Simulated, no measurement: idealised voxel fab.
This is a process module. Its name is voxel transistor to metal.
For reference, the cross-section in this document is cut, with width 180 nm and square cells of 5 nm.
Cross-section layout: square cells on a grid; listed as bands, top to bottom; a band spans one or more cell rows. Each band's line starts with the height of the band's top and of its bottom, in nm. Then come its materials from left to right, each with its width in nm. One material with "all across" fills the band from edge to edge. "air" is empty space. For the purposes of this specification, 0 denotes the height below which the wafer in its as-received condition is composed wholly of one material, and the lowermost band, lacking a lower limit, extends downward without end, as expressed in "top 0, no bottom". You'd read "30 to 40" like this: the band's top row of cells is as wide as the first number, its bottom row is as wide as the second, and going down, every row changes width by the same amount as the row before did. Reading "changes: none" for a step: not a cell of the cross-section changed in it. In "Closed void catalog" the enclosed voids are listed, meaning empty spaces of 8 cells or larger without any opening to the top. The form is width x height at distance, distance from the left edge, units nm. What comes after the settings on a step's line is commentary from the simulator itself on that step. "overlay nm", when on a step's line for a step with a mask, measures how far to the right of its planned place the mask lay; a negative measure means to the left.
## Below is the list of planned process steps
1) op RECEIVE | material Si
2) op OXIDIZE | depth nm 5
3) op CONFORMAL_DEP | material SiN | thk nm 10
4) op DIRECTIONAL_DEP | material aC | thk nm 15
5) op PATTERN | tone cover | mask id ACTIVE | material resist | width nm 125 | thk nm 35 | overlay nm 0
6) op DIRECTIONAL_ETCH | etch materials aC | depth nm 15
7) op STRIP | etch materials resist
8) op DIRECTIONAL_ETCH | etch materials SiN | depth nm 10
9) op DIRECTIONAL_ETCH | etch materials SiO2 | depth nm 5
10) op DIRECTIONAL_ETCH | etch materials Si | depth nm 35
11) op STRIP | etch materials aC
12) op OXIDIZE | depth nm 5
13) op FILL_DEP | material SiO2 | thk nm 5
14) op CMP | height nm 10
15) op SELECTIVE_ETCH | etch materials SiO2 | depth nm 5
16) op STRIP | etch materials SiN
17) op SELECTIVE_ETCH | etch materials SiO2 | depth nm 5
18) op OXIDIZE | depth nm 5
19) op DIRECTIONAL_DEP | material polySi | thk nm 25
20) op DIRECTIONAL_DEP | material SiCN | thk nm 15
21) op DIRECTIONAL_DEP | material aC | thk nm 10
22) op PATTERN | tone cover | mask id GATE | material resist | width nm 35 | thk nm 30 | overlay nm 0
23) op DIRECTIONAL_ETCH | etch materials aC | depth nm 10
24) op STRIP | etch materials resist
25) op DIRECTIONAL_ETCH | etch materials SiCN | depth nm 25
26) op DIRECTIONAL_ETCH | etch materials polySi | depth nm 35
27) op STRIP | etch materials aC
28) op CONFORMAL_DEP | material SiN | thk nm 5
29) op DIRECTIONAL_ETCH | etch materials SiN | depth nm 5
30) op DIRECTIONAL_ETCH | etch materials SiO2 | depth nm 5
31) op DIRECTIONAL_ETCH | etch materials Si | depth nm 5
32) op EPI | material pSi | thk nm 10
33) op FILL_DEP | material SiO2 | thk nm 10
34) op CMP | height nm 20
35) op STRIP | etch materials polySi
36) op SELECTIVE_ETCH | etch materials SiO2 | depth nm 5
37) op CONFORMAL_DEP | material HfO2 | thk nm 5
38) op CONFORMAL_DEP | material TiN | thk nm 5
39) op FILL_DEP | material W | thk nm 10
40) op CMP | height nm 15
41) op DIRECTIONAL_DEP | material SiO2 | thk nm 10
42) op MASKED_ETCH | tone open | mask id CONTACT | width nm 15 | pitch nm 90 | etch materials SiO2 | depth nm 30 | overlay nm 0
43) op CONFORMAL_DEP | material TiN | thk nm 5
44) op FILL_DEP | material W | thk nm 5
45) op CMP | height nm 25
46) op CONFORMAL_DEP | material SiN | thk nm 5
47) op DIRECTIONAL_DEP | material lowk | thk nm 20
48) op PATTERN | tone open | mask id METAL_1 | material resist | width nm 15 | pitch nm 90 | thk nm 15 | overlay nm 0
49) op DIRECTIONAL_ETCH | etch materials lowk | depth nm 20
50) op DIRECTIONAL_ETCH | etch materials SiN | depth nm 5
51) op STRIP | etch materials resist
52) op CONFORMAL_DEP | material TiN | thk nm 5
53) op FILL_DEP | material Cu | thk nm 5
54) op CMP | height nm 50
55) op EPI | material Ru | thk nm 5
56) op FILL_DEP | material SiCN | thk nm 5
Heads up: all these wafers start the same, and what changes between them is the width nm in step 42. The value you see in the plan is just what the first wafer got.
## Cross-sectional view of the first of several wafers in the as-received condition, corresponding to the state following step 1
	top 0, no bottom  Si all across
	Closed void catalog: none
## After the module's final step, step 56: the first of several wafers in cross-section
	top 60, bottom 55  SiCN all across
	top 55, bottom 50  SiCN 30 / Ru 25 / SiCN 65 / Ru 25 / SiCN 35
	top 50, bottom 30  lowk 35 / TiN 5 / Cu 5 / TiN 5 / lowk 75 / TiN 5 / Cu 5 / TiN 5 / lowk 40
	top 30, bottom 25  SiN 35 / TiN 15 / SiN 75 / TiN 15 / SiN 40
	top 25, bottom 15  SiO2 35 / TiN 5 / W 5 / TiN 5 / SiO2 75 / TiN 5 / W 5 / TiN 5 / SiO2 40
	top 15, bottom 0  SiO2 35 / TiN 5 / W 5 / TiN 5 / SiO2 15 / SiN 5 / HfO2 5 / TiN 5 / W 15 / TiN 5 / HfO2 5 / SiN 5 / SiO2 15 / TiN 5 / W 5 / TiN 5 / SiO2 40
	top 0, bottom -5  SiO2 20 / SiN 5 / SiO2 10 / TiN 15 / SiO2 5 / pSi 10 / SiN 5 / HfO2 5 / TiN 25 / HfO2 5 / SiN 5 / pSi 10 / SiO2 5 / TiN 15 / SiO2 10 / SiN 5 / SiO2 25
	top -5, bottom -10  SiO2 25 / pSi 40 / HfO2 45 / pSi 40 / SiO2 30
	top -10, bottom -15  SiO2 30 / pSi 35 / Si 45 / pSi 35 / SiO2 35
	top -15, bottom -45  SiO2 30 / Si 115 / SiO2 35
	top -45, no bottom  Si all across
	Closed void catalog: none
## Cross-section, last wafer, module completion
	top 60, bottom 55  SiCN all across
	top 55, bottom 50  SiCN 30 / Ru 25 / SiCN 65 / Ru 25 / SiCN 35
	top 50, bottom 30  lowk 35 / TiN 5 / Cu 5 / TiN 5 / lowk 75 / TiN 5 / Cu 5 / TiN 5 / lowk 40
	top 30, bottom 25  SiN 35 / TiN 15 / SiN 75 / TiN 15 / SiN 40
	top 25, bottom 15  SiO2 30 / TiN 5 / W 20 / TiN 5 / SiO2 60 / TiN 5 / W 20 / TiN 5 / SiO2 30
	top 15, bottom 5  SiO2 30 / TiN 5 / W 20 / TiN 5 / SiO2 5 / SiN 5 / HfO2 5 / TiN 5 / W 15 / TiN 5 / HfO2 5 / SiN 5 / SiO2 10 / TiN 5 / W 20 / TiN 5 / SiO2 30
	top 5, bottom 0  SiO2 30 / TiN 5 / W 15 / TiN 10 / SiO2 5 / SiN 5 / HfO2 5 / TiN 5 / W 15 / TiN 5 / HfO2 5 / SiN 5 / SiO2 10 / TiN 5 / W 20 / TiN 5 / SiO2 30
	top 0, bottom -5  SiO2 20 / SiN 5 / SiO2 5 / TiN 25 / pSi 10 / SiN 5 / HfO2 5 / TiN 25 / HfO2 5 / SiN 5 / pSi 10 / TiN 30 / SiN 5 / SiO2 25
	top -5, bottom -10  SiO2 25 / pSi 40 / HfO2 45 / pSi 40 / SiO2 30
	top -10, bottom -15  SiO2 30 / pSi 35 / Si 45 / pSi 35 / SiO2 35
	top -15, bottom -45  SiO2 30 / Si 115 / SiO2 35
	top -45, no bottom  Si all across
	Closed void catalog: none
## Take any row and you have a wafer at the end of the module: how many cells of each material it has gained (+) or lost (-) since it was received, and then its closed voids
width nm 15 | +8 Cu | +17 HfO2 | +10 Ru | -177 Si | +62 SiCN | +40 SiN | +240 SiO2 | +59 TiN | +19 W | +120 lowk | +34 pSi | Closed void catalog: none
width nm 20 | +8 Cu | +17 HfO2 | +10 Ru | -177 Si | +62 SiCN | +40 SiN | +228 SiO2 | +61 TiN | +29 W | +120 lowk | +34 pSi | Closed void catalog: none
width nm 25 | +8 Cu | +17 HfO2 | +10 Ru | -177 Si | +62 SiCN | +40 SiN | +216 SiO2 | +63 TiN | +39 W | +120 lowk | +34 pSi | Closed void catalog: none
width nm 30 | +8 Cu | +17 HfO2 | +10 Ru | -177 Si | +62 SiCN | +40 SiN | +205 SiO2 | +65 TiN | +48 W | +120 lowk | +34 pSi | Closed void catalog: none
